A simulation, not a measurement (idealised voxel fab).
process module | voxel released beams
cross-section cut | 240 nm wide | cells 5 nm
A cross-section is a grid of square cells, given in bands from the top down. A band is one or more rows of cells.
Each band's line starts with the height of the band's top and of its bottom, in nm. Then come its materials from left to right, each with its width in nm. One material with "throughout" fills the band from edge to edge. "air" is empty space.
Height 0 is the level under which the wafer as received is all one material. The lowest band goes on downwards, as in "0 down".
A width such as "30 to 40" changes by the same amount from each row of cells to the next, from the band's top row to its bottom row.
"no change" after a step means that no cell of the cross-section changed.
closed voids: empty space of 8 cells or more with no open way to the top, each as width x height at its distance from the left edge, in nm
after a step's settings: what the simulator itself notes on the step
overlay nm, on a step with a mask: how far to the right of its planned place the mask lay; to the left if negative
plan
1 op RECEIVE | material Si
2 op CONFORMAL_DEP | material Al2O3 | thk nm 5
3 op DIRECTIONAL_DEP | material SiO2 | thk nm 20
4 op MASKED_ETCH | tone open | mask id ANCHOR | width nm 25 | etch materials SiO2 | depth nm 20 | overlay nm -15
5 op CONFORMAL_DEP | material polySi | thk nm 10
6 op MASKED_ETCH | tone cover | mask id BEAM | width nm 110 | etch materials polySi | depth nm 10 | overlay nm 0
7 op STRIP | etch materials SiO2
varied across the wafers: overlay nm of step 4. The plan shows the first wafer's value. All wafers start alike
first wafer as received, after step 1
  0 down: Si throughout
  closed voids: none
each wafer at the end: cells of each material gained (+) or lost (-) since it was received, then its closed voids
overlay nm -15 | +48 Al2O3 | +60 polySi | closed voids: none
overlay nm -10 | +48 Al2O3 | +60 polySi | closed voids: none
overlay nm -5 | +48 Al2O3 | +60 polySi | closed voids: none
overlay nm 0 | +48 Al2O3 | +60 polySi | closed voids: none
overlay nm 5 | +48 Al2O3 | +60 polySi | closed voids: none
overlay nm 10 | +48 Al2O3 | +60 polySi | closed voids: none
overlay nm 15 | +48 Al2O3 | +60 polySi | closed voids: none
